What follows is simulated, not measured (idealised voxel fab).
process module | voxel wiring stack
cross-section cut | 190 nm wide | cells 5 nm
A cross-section is a grid of square cells, given in bands from the top down. A band is one or more rows of cells.
Each band's line starts with the height of the band's top and of its bottom, in nm. Then come its materials from left to right, each with its width in nm. One material with "throughout" fills the band from edge to edge. "air" is empty space.
Height 0 is the level under which the wafer as received is all one material. The lowest band goes on downwards, as in "0 down".
A width such as "30 to 40" changes by the same amount from each row of cells to the next, from the band's top row to its bottom row.
"no change" after a step means that no cell of the cross-section changed.
closed voids: empty space of 8 cells or more with no open way to the top, each as width x height at its distance from the left edge, in nm
after a step's settings: what the simulator itself notes on the step
overlay nm, on a step with a mask: how far to the right of its planned place the mask lay; to the left if negative
plan
1 op RECEIVE | material Si
2 op CONFORMAL_DEP | material SiO2 | thk nm 10
3 op CONFORMAL_DEP | material SiCN | thk nm 5
4 op DIRECTIONAL_DEP | material SiO2 | thk nm 20
5 op DIRECTIONAL_DEP | material aC | thk nm 10
6 op PATTERN | tone open | mask id METAL_1 | material resist | width nm 20 | pitch nm 40 | thk nm 30 | overlay nm -10
7 op DIRECTIONAL_ETCH | etch materials aC | depth nm 10
8 op STRIP | etch materials resist
9 op DIRECTIONAL_ETCH | etch materials SiO2 | depth nm 20
10 op DIRECTIONAL_ETCH | etch materials SiCN | depth nm 5
11 op STRIP | etch materials aC
12 op CONFORMAL_DEP | material TiN | thk nm 5
13 op FILL_DEP | material Cu | thk nm 5
14 op CMP | height nm 35
15 op CONFORMAL_DEP | material SiCN | thk nm 5
16 op DIRECTIONAL_DEP | material SiO2 | thk nm 30
17 op DIRECTIONAL_DEP | material aC | thk nm 10
18 op PATTERN | tone open | mask id METAL_2 | material resist | width nm 20 | pitch nm 40 | thk nm 30 | overlay nm 0
19 op DIRECTIONAL_ETCH | etch materials aC | depth nm 10
20 op STRIP | etch materials resist
21 op DIRECTIONAL_ETCH | etch materials SiO2 | depth nm 15
22 op STRIP | etch materials aC
23 op PATTERN | tone open | mask id METAL_2_HOLES | material resist | width nm 15 | pitch nm 80 | thk nm 20 | overlay nm 0
24 op DIRECTIONAL_ETCH | etch materials SiO2 | depth nm 15
25 op DIRECTIONAL_ETCH | etch materials SiCN | depth nm 5
26 op STRIP | etch materials resist
27 op CONFORMAL_DEP | material TiN | thk nm 5
28 op FILL_DEP | material Ru | thk nm 10
29 op CMP | height nm 70
30 op CONFORMAL_DEP | material SiN | thk nm 5
varied across the wafers: overlay nm of step 6. The plan shows the first wafer's value. All wafers start alike
first wafer as received, after step 1
  0 down: Si throughout
  closed voids: none
first wafer at the end, after step 30
  75 to 70: SiN throughout
  70 to 60: SiO2 25 | TiN 5 | Ru 10 | TiN 5 | SiO2 20 | TiN 5 | Ru 10 | TiN 5 | SiO2 20 | TiN 5 | Ru 10 | TiN 5 | SiO2 20 | TiN 5 | Ru 10 | TiN 5 | SiO2 25
  60 to 55: SiO2 25 | TiN 5 | Ru 5 | TiN 10 | SiO2 20 | TiN 20 | SiO2 20 | TiN 5 | Ru 5 | TiN 10 | SiO2 20 | TiN 20 | SiO2 25
  55 to 40: SiO2 25 | TiN 5 | Ru 5 | TiN 5 | SiO2 65 | TiN 5 | Ru 5 | TiN 5 | SiO2 70
  40 to 35: SiCN 25 | TiN 15 | SiCN 65 | TiN 15 | SiCN 70
  35 to 15: SiO2 15 | TiN 5 | Cu 10 | TiN 5 | SiO2 20 | TiN 5 | Cu 10 | TiN 5 | SiO2 20 | TiN 5 | Cu 10 | TiN 5 | SiO2 20 | TiN 5 | Cu 10 | TiN 5 | SiO2 35
  15 to 10: SiCN 15 | TiN 20 | SiCN 20 | TiN 20 | SiCN 20 | TiN 20 | SiCN 20 | TiN 20 | SiCN 35
  10 to 0: SiO2 throughout
  0 down: Si throughout
  closed voids: none
last wafer at the end
  75 to 70: SiN throughout
  70 to 60: SiO2 25 | TiN 5 | Ru 10 | TiN 5 | SiO2 20 | TiN 5 | Ru 10 | TiN 5 | SiO2 20 | TiN 5 | Ru 10 | TiN 5 | SiO2 20 | TiN 5 | Ru 10 | TiN 5 | SiO2 25
  60 to 55: SiO2 25 | TiN 5 | Ru 5 | TiN 10 | SiO2 20 | TiN 20 | SiO2 20 | TiN 5 | Ru 5 | TiN 10 | SiO2 20 | TiN 20 | SiO2 25
  55 to 40: SiO2 25 | TiN 5 | Ru 5 | TiN 5 | SiO2 65 | TiN 5 | Ru 5 | TiN 5 | SiO2 70
  40 to 35: SiCN 25 | TiN 15 | SiCN 65 | TiN 15 | SiCN 70
  35 to 15: SiO2 35 | TiN 5 | Cu 10 | TiN 5 | SiO2 20 | TiN 5 | Cu 10 | TiN 5 | SiO2 20 | TiN 5 | Cu 10 | TiN 5 | SiO2 20 | TiN 5 | Cu 10 | TiN 5 | SiO2 15
  15 to 10: SiCN 35 | TiN 20 | SiCN 20 | TiN 20 | SiCN 20 | TiN 20 | SiCN 20 | TiN 20 | SiCN 15
  10 to 0: SiO2 throughout
  0 down: Si throughout
  closed voids: none
each wafer at the end: cells of each material gained (+) or lost (-) since it was received, then its closed voids
overlay nm -10 | +32 Cu | +24 Ru | +54 SiCN | +38 SiN | +326 SiO2 | +96 TiN | closed voids: none
overlay nm -5 | +32 Cu | +24 Ru | +54 SiCN | +38 SiN | +326 SiO2 | +96 TiN | closed voids: none
overlay nm 0 | +32 Cu | +24 Ru | +54 SiCN | +38 SiN | +326 SiO2 | +96 TiN | closed voids: none
overlay nm 5 | +32 Cu | +24 Ru | +54 SiCN | +38 SiN | +326 SiO2 | +96 TiN | closed voids: none
overlay nm 10 | +32 Cu | +24 Ru | +54 SiCN | +38 SiN | +326 SiO2 | +96 TiN | closed voids: none
